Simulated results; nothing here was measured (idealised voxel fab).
process module | voxel ribs on slabs
cross-section cut | 145 nm wide | cells 5 nm
A cross-section is a grid of square cells, given in bands from the top down. A band is one or more rows of cells.
Each band's line starts with the height of the band's top and of its bottom, in nm. Then come its materials from left to right, each with its width in nm. One material with "throughout" fills the band from edge to edge. "air" is empty space.
Height 0 is the level under which the wafer as received is all one material. The lowest band goes on downwards, as in "0 down".
A width such as "30 to 40" changes by the same amount from each row of cells to the next, from the band's top row to its bottom row.
"no change" after a step means that no cell of the cross-section changed.
closed voids: empty space of 8 cells or more with no open way to the top, each as width x height at its distance from the left edge, in nm
after a step's settings: what the simulator itself notes on the step
overlay nm, on a step with a mask: how far to the right of its planned place the mask lay; to the left if negative
plan
1 op RECEIVE | material Si
2 op DIRECTIONAL_DEP | material SiO2 | thk nm 25
3 op DIRECTIONAL_DEP | material polySi | thk nm 15
4 op DIRECTIONAL_DEP | material aC | thk nm 15
5 op PATTERN | tone cover | mask id RIB | material resist | width nm 25 | thk nm 35 | overlay nm 0
6 op DIRECTIONAL_ETCH | etch materials aC | depth nm 15
7 op STRIP | etch materials resist
8 op DIRECTIONAL_ETCH | etch materials polySi | depth nm 10
9 op STRIP | etch materials aC
10 op DIRECTIONAL_DEP | material aC | thk nm 10
11 op PATTERN | tone cover | mask id SLAB | material resist | width nm 85 | thk nm 25 | overlay nm 0
12 op DIRECTIONAL_ETCH | etch materials aC | depth nm 10
13 op STRIP | etch materials resist
14 op DIRECTIONAL_ETCH | etch materials polySi | depth nm 5
15 op STRIP | etch materials aC
16 op FILL_DEP | material SiO2 | thk nm 20
17 op CMP | height nm 50
18 op DIRECTIONAL_DEP | material W | thk nm 10
19 op PATTERN | tone cover | mask id HEATER | material resist | width nm 35 | thk nm 15 | overlay nm 0
20 op DIRECTIONAL_ETCH | etch materials W | depth nm 10
21 op STRIP | etch materials resist
22 op CONFORMAL_DEP | material SiN | thk nm 10
first wafer, as planned
as received, after step 1
  0 down: Si throughout
  closed voids: none
after step 2
  25 to 0: SiO2 throughout
  below 0: unchanged
after step 3
  40 to 25: polySi throughout
  below 25: unchanged
after step 4
  55 to 40: aC throughout
  below 40: unchanged
after step 5
  90 to 55: air 60 | resist 25 | air 60
  below 55: unchanged
after step 6
  75 to 55: air 60 | resist 25 | air 60
  55 to 40: air 60 | aC 25 | air 60
  below 40: unchanged
after step 7
  55 to 40: air 60 | aC 25 | air 60
  below 40: unchanged
after step 8
  55 to 40: air 60 | aC 25 | air 60
  40 to 30: air 60 | polySi 25 | air 60
  below 30: unchanged
after step 9
  40 to 30: air 60 | polySi 25 | air 60
  below 30: unchanged
after step 10
  50 to 40: air 60 | aC 25 | air 60
  40 to 30: aC 60 | polySi 25 | aC 60
  below 30: unchanged
after step 11
  75 to 50: air 30 | resist 85 | air 30
  50 to 40: air 30 | resist 30 | aC 25 | resist 30 | air 30
  below 40: unchanged
after step 12
  65 to 50: air 30 | resist 85 | air 30
  50 to 40: air 30 | resist 30 | aC 25 | resist 30 | air 30
  40 to 30: air 30 | aC 30 | polySi 25 | aC 30 | air 30
  below 30: unchanged
after step 13
  50 to 40: air 60 | aC 25 | air 60
  below 40: unchanged
after step 14
  50 to 40: air 60 | aC 25 | air 60
  40 to 30: air 30 | aC 30 | polySi 25 | aC 30 | air 30
  30 to 25: air 30 | polySi 85 | air 30
  below 25: unchanged
after step 15
  40 to 30: air 60 | polySi 25 | air 60
  below 30: unchanged
after step 16
  60 to 40: SiO2 throughout
  40 to 30: SiO2 60 | polySi 25 | SiO2 60
  30 to 25: SiO2 30 | polySi 85 | SiO2 30
  below 25: unchanged
after step 17
  50 to 40: SiO2 throughout
  below 40: unchanged
after step 18
  60 to 50: W throughout
  below 50: unchanged
after step 19
  75 to 60: air 55 | resist 35 | air 55
  below 60: unchanged
after step 20
  75 to 60: air 55 | resist 35 | air 55
  60 to 50: air 55 | W 35 | air 55
  below 50: unchanged
after step 21
  60 to 50: air 55 | W 35 | air 55
  below 50: unchanged
after step 22
  70 to 60: air 45 | SiN 55 | air 45
  60 to 50: SiN 55 | W 35 | SiN 55
  below 50: unchanged
second wafer: like start, like plan, one mistake. Through step 1 it matches the first wafer
when step 2 should have ended
  20 to 0: SiO2 throughout
  below 0: unchanged
when step 3 should have ended
  35 to 20: polySi throughout
  below 20: unchanged
when step 4 should have ended
  50 to 35: aC throughout
  below 35: unchanged
when step 5 should have ended
  85 to 50: air 60 | resist 25 | air 60
  below 50: unchanged
when step 6 should have ended
  70 to 50: air 60 | resist 25 | air 60
  50 to 35: air 60 | aC 25 | air 60
  below 35: unchanged
when step 7 should have ended
  50 to 35: air 60 | aC 25 | air 60
  below 35: unchanged
when step 8 should have ended
  50 to 35: air 60 | aC 25 | air 60
  35 to 25: air 60 | polySi 25 | air 60
  below 25: unchanged
when step 9 should have ended
  35 to 25: air 60 | polySi 25 | air 60
  below 25: unchanged
when step 10 should have ended
  45 to 35: air 60 | aC 25 | air 60
  35 to 25: aC 60 | polySi 25 | aC 60
  below 25: unchanged
when step 11 should have ended
  70 to 45: air 30 | resist 85 | air 30
  45 to 35: air 30 | resist 30 | aC 25 | resist 30 | air 30
  below 35: unchanged
when step 12 should have ended
  60 to 45: air 30 | resist 85 | air 30
  45 to 35: air 30 | resist 30 | aC 25 | resist 30 | air 30
  35 to 25: air 30 | aC 30 | polySi 25 | aC 30 | air 30
  below 25: unchanged
when step 13 should have ended
  45 to 35: air 60 | aC 25 | air 60
  below 35: unchanged
when step 14 should have ended
  45 to 35: air 60 | aC 25 | air 60
  35 to 25: air 30 | aC 30 | polySi 25 | aC 30 | air 30
  25 to 20: air 30 | polySi 85 | air 30
  below 20: unchanged
when step 15 should have ended
  35 to 25: air 60 | polySi 25 | air 60
  below 25: unchanged
when step 16 should have ended
  55 to 35: SiO2 throughout
  35 to 25: SiO2 60 | polySi 25 | SiO2 60
  25 to 20: SiO2 30 | polySi 85 | SiO2 30
  below 20: unchanged
when step 17 should have ended
  50 to 35: SiO2 throughout
  below 35: unchanged
when step 18 should have ended
  60 to 50: W throughout
  below 50: unchanged
when step 19 should have ended
  75 to 60: air 55 | resist 35 | air 55
  below 60: unchanged
when step 20 should have ended
  75 to 60: air 55 | resist 35 | air 55
  60 to 50: air 55 | W 35 | air 55
  below 50: unchanged
when step 21 should have ended
  60 to 50: air 55 | W 35 | air 55
  below 50: unchanged
when step 22 should have ended
  70 to 60: air 45 | SiN 55 | air 45
  60 to 50: SiN 55 | W 35 | SiN 55
  below 50: unchanged
what went wrong: step 2 ran as: op DIRECTIONAL_DEP | material SiO2 | thk nm 20
at the end the second wafer has, in cells: as many of each material as the first, in other places
